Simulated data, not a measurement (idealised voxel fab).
Process module heading - voxel spacer lines
Cross-section cut spans 140 nm and uses square cells 5 nm in size.
Just so we're on the same page, the cross-sections are grids of square cells, and they're listed out in bands top to bottom, each band one or more rows deep.
Within each band entry, the heights of the top and of the bottom of the band appear first, in that order and in nm; the materials of the band then follow from left to right, each with its corresponding width in nm. The designation "all across" on a single material indicates that it fills the band from edge to edge; the designation "blank" indicates empty space.
Heights are expressed relative to 0, this being the level below which the as-received wafer comprises one material exclusively. The lowest band is unbounded in the downward direction and is denoted as in "0 down".
The expression "30->40" gives the width at the extremes of the band, the first number at its top row of cells and the second at its bottom row, with the width changing by equal amounts from each row to the next in between.
Given "no modifications" for a step, no cell of the cross-section differs between before and after that step.
Entry "Trapped void list" = empty spaces >= 8 cells with no open way to the top; each as width x height at distance, distance from left edge, all nm.
Formally, on a step line, whatever follows the settings is a remark that the simulator itself makes on the step.
overlay nm: step with mask; distance mask lay right of planned place; negative value = left of planned place.
Set out below are the planned steps of the process
1 RECEIVE, material Si
2 CONFORMAL_DEP, material SiO2, thk nm 5
3 DIRECTIONAL_DEP, material W, thk nm 20
4 DIRECTIONAL_DEP, material aC, thk nm 30
5 PATTERN, tone cover, mask id MANDREL, material resist, width nm 15, pitch nm 80, thk nm 40, overlay nm 0
6 DIRECTIONAL_ETCH, etch materials aC, depth nm 30
7 STRIP, etch materials resist
8 CONFORMAL_DEP, material SiN, thk nm 15
9 DIRECTIONAL_ETCH, etch materials SiN, depth nm 15
10 STRIP, etch materials aC
11 DIRECTIONAL_ETCH, etch materials W, depth nm 20
12 STRIP, etch materials SiN
13 FILL_DEP, material SiO2, thk nm 5
14 CMP, height nm 25
Same starting wafers, different width nm at step 5. Plan value belongs to the first wafer.
Cross-section: the first of several wafers in its as-received state, i.e. following step 1
* 0 down | Si all across
* Trapped void list: none
End of module: cross-section of the first of several wafers after step 14, the last step
* 25 to 5 | 5 SiO2 / 15 W / 15 SiO2 / 15 W / 35 SiO2 / 15 W / 15 SiO2 / 15 W / 10 SiO2
* 5 to 0 | SiO2 all across
* 0 down | Si all across
* Trapped void list: none
Last wafer, end of module, cross-section
* 25 to 5 | 15 W / 30 SiO2 / 15 W / 20 SiO2 / 15 W / 30 SiO2 / 15 W
* 5 to 0 | SiO2 all across
* 0 down | Si all across
* Trapped void list: none
What follows is a table in which each wafer occupies a row; for the wafer as it stands at the close of the module, the row states, material by material, how many cells have been gained (+) or lost (-) since receipt, and then gives its closed voids
width nm 15; +92 SiO2; +48 W; Trapped void list: none
width nm 20; +92 SiO2; +48 W; Trapped void list: none
width nm 25; +92 SiO2; +48 W; Trapped void list: none
width nm 30; +92 SiO2; +48 W; Trapped void list: none
